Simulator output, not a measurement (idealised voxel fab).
The name of this process module is voxel plated lines.
Square cell edge 5 nm, section width 200 nm, ID cut.
Cross-section, as written here: a square-cell grid given band by band from the top down, where a band holds one or more rows of cells.
The entry gives the band's vertical extent as a top height and a bottom height in nm, then its horizontal make-up as materials from left to right, each with a width in nm. "blank" stands for empty space; a single material marked "full width" fills the band edge to edge.
Height is counted from the level 0, under which the received wafer is composed throughout of one material. The lowest of the bands is not closed at the bottom but continues downward, in the notation "0 -> down".
You'd read "30->40" like this: the band's top row of cells is as wide as the first number, its bottom row is as wide as the second, and going down, every row changes width by the same amount as the row before did.
A step reported as "no change occurred" is a step in which no cell of the cross-section changed.
The entry "Enclosed void inventory" lists the empty spaces that cover at least 8 cells and have no open path to the top. Each is written as width x height at distance, where the distance is measured from the left edge and all three values are in nm.
Note: text after step settings on the step line = simulator remark on that step.
"overlay nm" denotes, for a step that has a mask, the displacement of the mask to the right of its planned place, with negative values corresponding to the left.

-- This section lists the process steps that were planned
1,RECEIVE, material Si
2,CONFORMAL_DEP, material Al2O3, thk nm 10
3,DIRECTIONAL_DEP, material TiN, thk nm 5
4,PATTERN, tone open, mask id LINES, material resist, width nm 25, pitch nm 55, thk nm 35, overlay nm 0
5,EPI, material Ru, thk nm 10
6,EPI, material Ru, thk nm 5
7,EPI, material Ru, thk nm 5
8,STRIP, etch materials resist
9,DIRECTIONAL_ETCH, etch materials TiN, depth nm 5
10,CONFORMAL_DEP, material SiN, thk nm 10

-- As-received wafer cross-section (after step 1)
* 0 -> down | Si full width
* Enclosed void inventory: none

-- Starting wafer: above. Plan: above. Run: one mistake. Cross-section after the module: below
* 45 -> 35 | 50 nm blank  45 nm SiN  10 nm blank  45 nm SiN  50 nm blank
* 35 -> 20 | 50 nm blank  10 nm SiN  25 nm Ru  10 nm SiN  10 nm blank  10 nm SiN  25 nm Ru  10 nm SiN  50 nm blank
* 20 -> 15 | 60 nm SiN  25 nm Ru  30 nm SiN  25 nm Ru  60 nm SiN
* 15 -> 10 | 60 nm SiN  25 nm TiN  30 nm SiN  25 nm TiN  60 nm SiN
* 10 -> 0 | SiN full width
* 0 -> down | Si full width
* Enclosed void inventory: none
The plan and the run diverged here: step 2 ran as: CONFORMAL_DEP, material SiN, thk nm 10
